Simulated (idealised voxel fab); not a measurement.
Process module name: voxel released beams
Xsec cut, 220 nm wide, square cell size 5 nm.
Cross-sections here: square-cell grids, written as top-down lists of bands, a band being one or more rows of cells. It is stipulated that each band's entry specify, in nanometres, the height of the top of the band and then that of its bottom, followed by the materials of the band in left-to-right sequence, each together with its width in nanometres. A single material marked by the word "everywhere" is understood to fill the band from edge to edge; the word "blank" is understood to denote empty space. Ref level 0: as-received wafer is one material below here. Bottom band extends down with no lower bound ("top 0, no bottom"). So if you see something like "30..40" for the width, read it as the top row of the band sitting at the first number and the bottom row at the second, with every row in between moving by the same amount as the last. The cross-section has no changed cell in any step marked "nothing got changed". Entry "Trapped void list". Content: empty spaces with no open connection to the top, size 8 cells or greater. Each: width x height at distance. Distance: from left edge. Unit: nm. Text after the settings on a step's line: the simulator's own remark on that step. overlay nm: how far to the right of its planned place the mask lay on this masked step (negative: to the left).

-- So here's the lineup of process steps we planned
1: RECEIVE: material Si
2: CONFORMAL_DEP: material Al2O3, thk nm 5
3: DIRECTIONAL_DEP: material SiO2, thk nm 10
4: DIRECTIONAL_DEP: material aC, thk nm 15
5: PATTERN: tone open, mask id ANCHOR, material resist, width nm 35, thk nm 35, overlay nm 0
6: DIRECTIONAL_ETCH: etch materials aC, depth nm 15
7: STRIP: etch materials resist
8: DIRECTIONAL_ETCH: etch materials SiO2, depth nm 10
9: STRIP: etch materials aC
10: CONFORMAL_DEP: material polySi, thk nm 10
11: DIRECTIONAL_DEP: material aC, thk nm 15
12: PATTERN: tone cover, mask id BEAM, material resist, width nm 85, thk nm 30, overlay nm 0
13: DIRECTIONAL_ETCH: etch materials aC, depth nm 15
14: STRIP: etch materials resist
15: DIRECTIONAL_ETCH: etch materials polySi, depth nm 10
16: STRIP: etch materials aC
17: STRIP: etch materials SiO2

-- Step 1 complete: cross-section of the wafer as received
  top 0, no bottom | Si everywhere
  Trapped void list: none

-- Looking at the first of two wafers in cross-section at end of module - ran to plan
  top 25, bottom 15 | blank: 65 / polySi: 15 / blank: 15 / polySi: 55 / blank: 70
  top 15, bottom 5 | blank: 70 / polySi: 35 / blank: 115
  top 5, bottom 0 | Al2O3 everywhere
  top 0, no bottom | Si everywhere
  Trapped void list: none

-- What the second wafer looks like in cross-section once the module is done. Its start and its plan matched the first wafer's exactly; what differed was one mistake in how it was run
  top 25, bottom 15 | blank: 65 / polySi: 15 / blank: 20 / polySi: 50 / blank: 70
  top 15, bottom 5 | blank: 70 / polySi: 40 / blank: 110
  top 5, bottom 0 | Al2O3 everywhere
  top 0, no bottom | Si everywhere
  Trapped void list: none
Processing error: not per plan at step 5, really ran PATTERN: tone open, mask id ANCHOR, material resist, width nm 40, thk nm 35, overlay nm 0
By the end, you'd get the same cell count for each material on either wafer, but the second wafer puts them somewhere else.
